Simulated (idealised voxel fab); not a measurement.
Process module heading - voxel air gaps
Shown is cross-section cut, with a width of 270 nm and square cells of size 5 nm.
Think of the cross-section as a grid of square cells. We describe it in bands, top to bottom, and each band covers one or more rows of those cells.
Band: top and bottom heights (nm) first, top before bottom; then materials from left to right, widths in nm. "edge to edge" marks a sole material filling the band edge to edge. "blank" denotes empty space.
The reference from which all heights are counted is 0, the level beneath which the as-received wafer is entirely one material; the lowest band, having no lower bound, proceeds downward and is written after the example "0..down".
It should be noted that a width expressed as "30->40" varies in equal increments from row to row of cells within the band, taking the value of the first number at the top row and that of the second number at the bottom row.
Basically "no change" means that step didn't change any cell in the cross-section.
Listed closed voids: empty space of 8 cells or more with no open way to the top, each as width x height at its distance from the left edge, in nm
If you see something after the settings on a step's line, that's the simulator's own remark about that step.
overlay nm: mask offset rightward from planned place, masked step; negative means leftward offset.

[The steps planned for the process are as follows]
1,RECEIVE, material Si
2,CONFORMAL_DEP, material SiO2, thk nm 10
3,CONFORMAL_DEP, material SiCN, thk nm 5
4,DIRECTIONAL_DEP, material SiO2, thk nm 40
5,PATTERN, tone open, mask id LINES, material resist, width nm 25, pitch nm 55, thk nm 15, overlay nm 0
6,DIRECTIONAL_ETCH, etch materials SiO2, depth nm 40
7,STRIP, etch materials resist
8,CONFORMAL_DEP, material TiN, thk nm 5
9,FILL_DEP, material Ru, thk nm 5
10,CMP, height nm 55
11,EPI, material Ru, thk nm 10
12,SELECTIVE_ETCH, etch materials SiO2, depth nm 50
13,CONFORMAL_DEP, material SiCN, thk nm 5

[So, the first of our two wafers, run just as we planned it]

[as received, after step 1]
0..down | Si edge to edge
Listed closed voids: none

[You're looking at a cross-section of the wafer after step 2]
10..0 | SiO2 edge to edge
Rest of section, below 0: as before.

[You're looking at a cross-section of the wafer after step 3]
15..10 | SiCN edge to edge
Rest of section, below 10: as before.

[You're looking at a cross-section of the wafer after step 4]
55..15 | SiO2 edge to edge
Rest of section, below 15: as before.

[You're looking at a cross-section of the wafer after step 5]
70..55 | 65 nm resist, 25 nm blank, 30 nm resist, 25 nm blank, 30 nm resist, 25 nm blank, 70 nm resist
Rest of section, below 55: as before.

[You're looking at a cross-section of the wafer after step 6]
70..55 | 65 nm resist, 25 nm blank, 30 nm resist, 25 nm blank, 30 nm resist, 25 nm blank, 70 nm resist
55..15 | 65 nm SiO2, 25 nm blank, 30 nm SiO2, 25 nm blank, 30 nm SiO2, 25 nm blank, 70 nm SiO2
Rest of section, below 15: as before.

[You're looking at a cross-section of the wafer after step 7]
55..15 | 65 nm SiO2, 25 nm blank, 30 nm SiO2, 25 nm blank, 30 nm SiO2, 25 nm blank, 70 nm SiO2
Rest of section, below 15: as before.

[You're looking at a cross-section of the wafer after step 8]
60..55 | 70 nm TiN, 15 nm blank, 40 nm TiN, 15 nm blank, 40 nm TiN, 15 nm blank, 75 nm TiN
55..20 | 65 nm SiO2, 5 nm TiN, 15 nm blank, 5 nm TiN, 30 nm SiO2, 5 nm TiN, 15 nm blank, 5 nm TiN, 30 nm SiO2, 5 nm TiN, 15 nm blank, 5 nm TiN, 70 nm SiO2
20..15 | 65 nm SiO2, 25 nm TiN, 30 nm SiO2, 25 nm TiN, 30 nm SiO2, 25 nm TiN, 70 nm SiO2
Rest of section, below 15: as before.

[You're looking at a cross-section of the wafer after step 9]
65..60 | Ru edge to edge
60..55 | 70 nm TiN, 15 nm Ru, 40 nm TiN, 15 nm Ru, 40 nm TiN, 15 nm Ru, 75 nm TiN
55..20 | 65 nm SiO2, 5 nm TiN, 15 nm Ru, 5 nm TiN, 30 nm SiO2, 5 nm TiN, 15 nm Ru, 5 nm TiN, 30 nm SiO2, 5 nm TiN, 15 nm Ru, 5 nm TiN, 70 nm SiO2
Rest of section, below 20: as before.

[You're looking at a cross-section of the wafer after step 10]
55..20 | 65 nm SiO2, 5 nm TiN, 15 nm Ru, 5 nm TiN, 30 nm SiO2, 5 nm TiN, 15 nm Ru, 5 nm TiN, 30 nm SiO2, 5 nm TiN, 15 nm Ru, 5 nm TiN, 70 nm SiO2
Rest of section, below 20: as before.

[You're looking at a cross-section of the wafer after step 11]
65..55 | 55 nm blank, 45 nm Ru, 10 nm blank, 45 nm Ru, 10 nm blank, 45 nm Ru, 60 nm blank
Rest of section, below 55: as before.

[You're looking at a cross-section of the wafer after step 12]
65..55 | 55 nm blank, 45 nm Ru, 10 nm blank, 45 nm Ru, 10 nm blank, 45 nm Ru, 60 nm blank
55..20 | 65 nm blank, 5 nm TiN, 15 nm Ru, 5 nm TiN, 30 nm blank, 5 nm TiN, 15 nm Ru, 5 nm TiN, 30 nm blank, 5 nm TiN, 15 nm Ru, 5 nm TiN, 70 nm blank
20..15 | 65 nm blank, 25 nm TiN, 30 nm blank, 25 nm TiN, 30 nm blank, 25 nm TiN, 70 nm blank
Rest of section, below 15: as before.

[You're looking at a cross-section of the wafer after step 13]
70..65 | 50 nm blank, 165 nm SiCN, 55 nm blank
65..55 | 50 nm blank, 5 nm SiCN, 45 nm Ru, 10 nm SiCN, 45 nm Ru, 10 nm SiCN, 45 nm Ru, 5 nm SiCN, 55 nm blank
55..50 | 50 nm blank, 15 nm SiCN, 5 nm TiN, 15 nm Ru, 5 nm TiN, 30 nm SiCN, 5 nm TiN, 15 nm Ru, 5 nm TiN, 30 nm SiCN, 5 nm TiN, 15 nm Ru, 5 nm TiN, 15 nm SiCN, 55 nm blank
50..20 | 60 nm blank, 5 nm SiCN, 5 nm TiN, 15 nm Ru, 5 nm TiN, 5 nm SiCN, 20 nm blank, 5 nm SiCN, 5 nm TiN, 15 nm Ru, 5 nm TiN, 5 nm SiCN, 20 nm blank, 5 nm SiCN, 5 nm TiN, 15 nm Ru, 5 nm TiN, 5 nm SiCN, 65 nm blank
20..15 | 65 nm SiCN, 25 nm TiN, 30 nm SiCN, 25 nm TiN, 30 nm SiCN, 25 nm TiN, 70 nm SiCN
Rest of section, below 15: as before.
Listed closed voids: 20 x 30 at 95; 20 x 30 at 150

[For the second wafer, take the first wafer's start and plan, then add one mistake made in running it; everything through step 10, that step included, is shared with the first]

[when step 11 should have ended]
55..20 | 65 nm blank, 5 nm TiN, 15 nm Ru, 5 nm TiN, 30 nm blank, 5 nm TiN, 15 nm Ru, 5 nm TiN, 30 nm blank, 5 nm TiN, 15 nm Ru, 5 nm TiN, 70 nm blank
20..15 | 65 nm blank, 25 nm TiN, 30 nm blank, 25 nm TiN, 30 nm blank, 25 nm TiN, 70 nm blank
Rest of section, below 15: as before.

[when step 12 should have ended]
65..55 | 55 nm blank, 45 nm Ru, 10 nm blank, 45 nm Ru, 10 nm blank, 45 nm Ru, 60 nm blank
55..20 | 55 nm blank, 10 nm Ru, 5 nm TiN, 15 nm Ru, 5 nm TiN, 10 nm Ru, 10 nm blank, 10 nm Ru, 5 nm TiN, 15 nm Ru, 5 nm TiN, 10 nm Ru, 10 nm blank, 10 nm Ru, 5 nm TiN, 15 nm Ru, 5 nm TiN, 10 nm Ru, 60 nm blank
20..15 | 55 nm blank, 10 nm Ru, 25 nm TiN, 10 nm Ru, 10 nm blank, 10 nm Ru, 25 nm TiN, 10 nm Ru, 10 nm blank, 10 nm Ru, 25 nm TiN, 10 nm Ru, 60 nm blank
Rest of section, below 15: as before.

[when step 13 should have ended]
70..65 | 50 nm blank, 165 nm SiCN, 55 nm blank
65..55 | 50 nm blank, 5 nm SiCN, 45 nm Ru, 10 nm SiCN, 45 nm Ru, 10 nm SiCN, 45 nm Ru, 5 nm SiCN, 55 nm blank
55..20 | 50 nm blank, 5 nm SiCN, 10 nm Ru, 5 nm TiN, 15 nm Ru, 5 nm TiN, 10 nm Ru, 10 nm SiCN, 10 nm Ru, 5 nm TiN, 15 nm Ru, 5 nm TiN, 10 nm Ru, 10 nm SiCN, 10 nm Ru, 5 nm TiN, 15 nm Ru, 5 nm TiN, 10 nm Ru, 5 nm SiCN, 55 nm blank
20..15 | 55 nm SiCN, 10 nm Ru, 25 nm TiN, 10 nm Ru, 10 nm SiCN, 10 nm Ru, 25 nm TiN, 10 nm Ru, 10 nm SiCN, 10 nm Ru, 25 nm TiN, 10 nm Ru, 60 nm SiCN
Rest of section, below 15: as before.
Error vs. plan: steps 11 and 12 of the plan were each performed in the slot designated for the other
Final tally in cells, some materials are higher or lower on the second wafer than on the first: +96 Ru; -24 SiCN
Closed voids, final: 2 / 0 (first wafer / second wafer).
